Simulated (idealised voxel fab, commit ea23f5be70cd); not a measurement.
This is a process module. Its name is voxel quadruple lines.
Section shown: cut. Width: 245 nm. Cell size: 5 nm, square.
A cross-section is a grid of square cells, given in bands from the top down. A band is one or more rows of cells.
Each band's line starts with the height of the band's top and of its bottom, in nm. Then come its materials from left to right, each with its width in nm. One material with "throughout" fills the band from edge to edge. "blank" is empty space.
It should be noted that heights are counted from 0, beneath which the wafer as supplied is of one material throughout, and that the lowest band possesses no lower boundary but continues downward, as written in "top 0, no bottom".
Top row gets the first number, bottom row gets the second, and each row in between changes by the same step: that is how a band width like "30..40" works.
Step marked "nothing changed"? Then no cell in the cross-section changed in it.
"Enclosed empty spaces" contains a list of empty spaces, each no smaller than 8 cells and without an open way to the top, written in the form width x height at distance with the distance from the left edge and all three in nm.
It should be noted that, on the line of a given step, the content following the step's settings is a remark produced by the simulator itself with respect to that step.
The setting "overlay nm" may be written on the line of a step. When the step uses a mask, the value reports how far to the right of the planned place the mask lay, and a negative value reports that it lay to the left.

## The following list gives the planned process steps
- 1: RECEIVE: material Si
- 2: CONFORMAL_DEP: material Al2O3, thk nm 5
- 3: DIRECTIONAL_DEP: material TiN, thk nm 10
- 4: DIRECTIONAL_DEP: material polySi, thk nm 20
- 5: DIRECTIONAL_DEP: material aC, thk nm 25
- 6: PATTERN: tone cover, mask id MANDREL, material resist, width nm 35, pitch nm 100, thk nm 30, overlay nm 0
- 7: DIRECTIONAL_ETCH: etch materials aC, depth nm 25
- 8: STRIP: etch materials resist
- 9: CONFORMAL_DEP: material SiO2, thk nm 15
- 10: DIRECTIONAL_ETCH: etch materials SiO2, depth nm 15
- 11: STRIP: etch materials aC
- 12: DIRECTIONAL_ETCH: etch materials polySi, depth nm 20
- 13: STRIP: etch materials SiO2
- 14: CONFORMAL_DEP: material SiCN, thk nm 10
- 15: DIRECTIONAL_ETCH: etch materials SiCN, depth nm 10
- 16: STRIP: etch materials polySi
- 17: DIRECTIONAL_ETCH: etch materials TiN, depth nm 10
- 18: STRIP: etch materials SiCN

## First out of two wafers; run went to plan

## Cross-section of the wafer as it came to us, i.e., already through step 1
> top 0, no bottom: Si throughout
> Enclosed empty spaces: none

## Once step 2 is through, the wafer looks like this in cross-section
> top 5, bottom 0: Al2O3 throughout
> Everything under 0 stays put, no change at all.

## Once step 3 is through, the wafer looks like this in cross-section
> top 15, bottom 5: TiN throughout
> Everything under 5 stays put, no change at all.

## Once step 4 is through, the wafer looks like this in cross-section
> top 35, bottom 15: polySi throughout
> Everything under 15 stays put, no change at all.

## Once step 5 is through, the wafer looks like this in cross-section
> top 60, bottom 35: aC throughout
> Everything under 35 stays put, no change at all.

## Once step 6 is through, the wafer looks like this in cross-section
> top 90, bottom 60: blank 55 nm, resist 35 nm, blank 65 nm, resist 35 nm, blank 55 nm
> Everything under 60 stays put, no change at all.

## Once step 7 is through, the wafer looks like this in cross-section
> top 65, bottom 60: blank 55 nm, resist 35 nm, blank 65 nm, resist 35 nm, blank 55 nm
> top 60, bottom 35: blank 55 nm, aC 35 nm, blank 65 nm, aC 35 nm, blank 55 nm
> Everything under 35 stays put, no change at all.

## Once step 8 is through, the wafer looks like this in cross-section
> top 60, bottom 35: blank 55 nm, aC 35 nm, blank 65 nm, aC 35 nm, blank 55 nm
> Everything under 35 stays put, no change at all.

## Once step 9 is through, the wafer looks like this in cross-section
> top 75, bottom 60: blank 40 nm, SiO2 65 nm, blank 35 nm, SiO2 65 nm, blank 40 nm
> top 60, bottom 50: blank 40 nm, SiO2 15 nm, aC 35 nm, SiO2 15 nm, blank 35 nm, SiO2 15 nm, aC 35 nm, SiO2 15 nm, blank 40 nm
> top 50, bottom 35: SiO2 55 nm, aC 35 nm, SiO2 65 nm, aC 35 nm, SiO2 55 nm
> Everything under 35 stays put, no change at all.

## Once step 10 is through, the wafer looks like this in cross-section
> top 60, bottom 35: blank 40 nm, SiO2 15 nm, aC 35 nm, SiO2 15 nm, blank 35 nm, SiO2 15 nm, aC 35 nm, SiO2 15 nm, blank 40 nm
> Everything under 35 stays put, no change at all.

## Once step 11 is through, the wafer looks like this in cross-section
> top 60, bottom 35: blank 40 nm, SiO2 15 nm, blank 35 nm, SiO2 15 nm, blank 35 nm, SiO2 15 nm, blank 35 nm, SiO2 15 nm, blank 40 nm
> Everything under 35 stays put, no change at all.

## Once step 12 is through, the wafer looks like this in cross-section
> top 60, bottom 35: blank 40 nm, SiO2 15 nm, blank 35 nm, SiO2 15 nm, blank 35 nm, SiO2 15 nm, blank 35 nm, SiO2 15 nm, blank 40 nm
> top 35, bottom 15: blank 40 nm, polySi 15 nm, blank 35 nm, polySi 15 nm, blank 35 nm, polySi 15 nm, blank 35 nm, polySi 15 nm, blank 40 nm
> Everything under 15 stays put, no change at all.

## Once step 13 is through, the wafer looks like this in cross-section
> top 35, bottom 15: blank 40 nm, polySi 15 nm, blank 35 nm, polySi 15 nm, blank 35 nm, polySi 15 nm, blank 35 nm, polySi 15 nm, blank 40 nm
> Everything under 15 stays put, no change at all.

## Once step 14 is through, the wafer looks like this in cross-section
> top 45, bottom 35: blank 30 nm, SiCN 35 nm, blank 15 nm, SiCN 35 nm, blank 15 nm, SiCN 35 nm, blank 15 nm, SiCN 35 nm, blank 30 nm
> top 35, bottom 25: blank 30 nm, SiCN 10 nm, polySi 15 nm, SiCN 10 nm, blank 15 nm, SiCN 10 nm, polySi 15 nm, SiCN 10 nm, blank 15 nm, SiCN 10 nm, polySi 15 nm, SiCN 10 nm, blank 15 nm, SiCN 10 nm, polySi 15 nm, SiCN 10 nm, blank 30 nm
> top 25, bottom 15: SiCN 40 nm, polySi 15 nm, SiCN 35 nm, polySi 15 nm, SiCN 35 nm, polySi 15 nm, SiCN 35 nm, polySi 15 nm, SiCN 40 nm
> Everything under 15 stays put, no change at all.

## Once step 15 is through, the wafer looks like this in cross-section
> top 35, bottom 15: blank 30 nm, SiCN 10 nm, polySi 15 nm, SiCN 10 nm, blank 15 nm, SiCN 10 nm, polySi 15 nm, SiCN 10 nm, blank 15 nm, SiCN 10 nm, polySi 15 nm, SiCN 10 nm, blank 15 nm, SiCN 10 nm, polySi 15 nm, SiCN 10 nm, blank 30 nm
> Everything under 15 stays put, no change at all.

## Once step 16 is through, the wafer looks like this in cross-section
> top 35, bottom 15: blank 30 nm, SiCN 10 nm, blank 15 nm, SiCN 10 nm, blank 15 nm, SiCN 10 nm, blank 15 nm, SiCN 10 nm, blank 15 nm, SiCN 10 nm, blank 15 nm, SiCN 10 nm, blank 15 nm, SiCN 10 nm, blank 15 nm, SiCN 10 nm, blank 30 nm
> Everything under 15 stays put, no change at all.

## Once step 17 is through, the wafer looks like this in cross-section
> top 35, bottom 15: blank 30 nm, SiCN 10 nm, blank 15 nm, SiCN 10 nm, blank 15 nm, SiCN 10 nm, blank 15 nm, SiCN 10 nm, blank 15 nm, SiCN 10 nm, blank 15 nm, SiCN 10 nm, blank 15 nm, SiCN 10 nm, blank 15 nm, SiCN 10 nm, blank 30 nm
> top 15, bottom 5: blank 30 nm, TiN 10 nm, blank 15 nm, TiN 10 nm, blank 15 nm, TiN 10 nm, blank 15 nm, TiN 10 nm, blank 15 nm, TiN 10 nm, blank 15 nm, TiN 10 nm, blank 15 nm, TiN 10 nm, blank 15 nm, TiN 10 nm, blank 30 nm
> Everything under 5 stays put, no change at all.

## Once step 18 is through, the wafer looks like this in cross-section
> top 15, bottom 5: blank 30 nm, TiN 10 nm, blank 15 nm, TiN 10 nm, blank 15 nm, TiN 10 nm, blank 15 nm, TiN 10 nm, blank 15 nm, TiN 10 nm, blank 15 nm, TiN 10 nm, blank 15 nm, TiN 10 nm, blank 15 nm, TiN 10 nm, blank 30 nm
> Everything under 5 stays put, no change at all.

## Companion wafer, the second of two: same beginning, same intended sequence, one mistake in carrying it out; through step 5 inclusive it tracks the first exactly

## Look at the second wafer in cross-section at the time step 6 ought to have finished
> top 90, bottom 60: blank 65 nm, resist 35 nm, blank 65 nm, resist 35 nm, blank 45 nm
> Everything under 60 stays put, no change at all.

## Look at the second wafer in cross-section at the time step 7 ought to have finished
> top 65, bottom 60: blank 65 nm, resist 35 nm, blank 65 nm, resist 35 nm, blank 45 nm
> top 60, bottom 35: blank 65 nm, aC 35 nm, blank 65 nm, aC 35 nm, blank 45 nm
> Everything under 35 stays put, no change at all.

## Look at the second wafer in cross-section at the time step 8 ought to have finished
> top 60, bottom 35: blank 65 nm, aC 35 nm, blank 65 nm, aC 35 nm, blank 45 nm
> Everything under 35 stays put, no change at all.

## Look at the second wafer in cross-section at the time step 9 ought to have finished
> top 75, bottom 60: blank 50 nm, SiO2 65 nm, blank 35 nm, SiO2 65 nm, blank 30 nm
> top 60, bottom 50: blank 50 nm, SiO2 15 nm, aC 35 nm, SiO2 15 nm, blank 35 nm, SiO2 15 nm, aC 35 nm, SiO2 15 nm, blank 30 nm
> top 50, bottom 35: SiO2 65 nm, aC 35 nm, SiO2 65 nm, aC 35 nm, SiO2 45 nm
> Everything under 35 stays put, no change at all.

## Look at the second wafer in cross-section at the time step 10 ought to have finished
> top 60, bottom 35: blank 50 nm, SiO2 15 nm, aC 35 nm, SiO2 15 nm, blank 35 nm, SiO2 15 nm, aC 35 nm, SiO2 15 nm, blank 30 nm
> Everything under 35 stays put, no change at all.

## Look at the second wafer in cross-section at the time step 11 ought to have finished
> top 60, bottom 35: blank 50 nm, SiO2 15 nm, blank 35 nm, SiO2 15 nm, blank 35 nm, SiO2 15 nm, blank 35 nm, SiO2 15 nm, blank 30 nm
> Everything under 35 stays put, no change at all.

## Look at the second wafer in cross-section at the time step 12 ought to have finished
> top 60, bottom 35: blank 50 nm, SiO2 15 nm, blank 35 nm, SiO2 15 nm, blank 35 nm, SiO2 15 nm, blank 35 nm, SiO2 15 nm, blank 30 nm
> top 35, bottom 15: blank 50 nm, polySi 15 nm, blank 35 nm, polySi 15 nm, blank 35 nm, polySi 15 nm, blank 35 nm, polySi 15 nm, blank 30 nm
> Everything under 15 stays put, no change at all.

## Look at the second wafer in cross-section at the time step 13 ought to have finished
> top 35, bottom 15: blank 50 nm, polySi 15 nm, blank 35 nm, polySi 15 nm, blank 35 nm, polySi 15 nm, blank 35 nm, polySi 15 nm, blank 30 nm
> Everything under 15 stays put, no change at all.

## Look at the second wafer in cross-section at the time step 14 ought to have finished
> top 45, bottom 35: blank 40 nm, SiCN 35 nm, blank 15 nm, SiCN 35 nm, blank 15 nm, SiCN 35 nm, blank 15 nm, SiCN 35 nm, blank 20 nm
> top 35, bottom 25: blank 40 nm, SiCN 10 nm, polySi 15 nm, SiCN 10 nm, blank 15 nm, SiCN 10 nm, polySi 15 nm, SiCN 10 nm, blank 15 nm, SiCN 10 nm, polySi 15 nm, SiCN 10 nm, blank 15 nm, SiCN 10 nm, polySi 15 nm, SiCN 10 nm, blank 20 nm
> top 25, bottom 15: SiCN 50 nm, polySi 15 nm, SiCN 35 nm, polySi 15 nm, SiCN 35 nm, polySi 15 nm, SiCN 35 nm, polySi 15 nm, SiCN 30 nm
> Everything under 15 stays put, no change at all.

## Look at the second wafer in cross-section at the time step 15 ought to have finished
> top 35, bottom 15: blank 40 nm, SiCN 10 nm, polySi 15 nm, SiCN 10 nm, blank 15 nm, SiCN 10 nm, polySi 15 nm, SiCN 10 nm, blank 15 nm, SiCN 10 nm, polySi 15 nm, SiCN 10 nm, blank 15 nm, SiCN 10 nm, polySi 15 nm, SiCN 10 nm, blank 20 nm
> Everything under 15 stays put, no change at all.

## Look at the second wafer in cross-section at the time step 16 ought to have finished
> top 35, bottom 15: blank 40 nm, SiCN 10 nm, blank 15 nm, SiCN 10 nm, blank 15 nm, SiCN 10 nm, blank 15 nm, SiCN 10 nm, blank 15 nm, SiCN 10 nm, blank 15 nm, SiCN 10 nm, blank 15 nm, SiCN 10 nm, blank 15 nm, SiCN 10 nm, blank 20 nm
> Everything under 15 stays put, no change at all.

## Look at the second wafer in cross-section at the time step 17 ought to have finished
> top 35, bottom 15: blank 40 nm, SiCN 10 nm, blank 15 nm, SiCN 10 nm, blank 15 nm, SiCN 10 nm, blank 15 nm, SiCN 10 nm, blank 15 nm, SiCN 10 nm, blank 15 nm, SiCN 10 nm, blank 15 nm, SiCN 10 nm, blank 15 nm, SiCN 10 nm, blank 20 nm
> top 15, bottom 5: blank 40 nm, TiN 10 nm, blank 15 nm, TiN 10 nm, blank 15 nm, TiN 10 nm, blank 15 nm, TiN 10 nm, blank 15 nm, TiN 10 nm, blank 15 nm, TiN 10 nm, blank 15 nm, TiN 10 nm, blank 15 nm, TiN 10 nm, blank 20 nm
> Everything under 5 stays put, no change at all.

## Look at the second wafer in cross-section at the time step 18 ought to have finished
> top 15, bottom 5: blank 40 nm, TiN 10 nm, blank 15 nm, TiN 10 nm, blank 15 nm, TiN 10 nm, blank 15 nm, TiN 10 nm, blank 15 nm, TiN 10 nm, blank 15 nm, TiN 10 nm, blank 15 nm, TiN 10 nm, blank 15 nm, TiN 10 nm, blank 20 nm
> Everything under 5 stays put, no change at all.
Plan not followed: step 6 did not happen as planned, as run it was PATTERN: tone cover, mask id MANDREL, material resist, width nm 35, pitch nm 100, thk nm 30, overlay nm 10
Upon completion, the cell count for each material on the second wafer equals that on the first, whereas the spatial distribution of those cells differs.
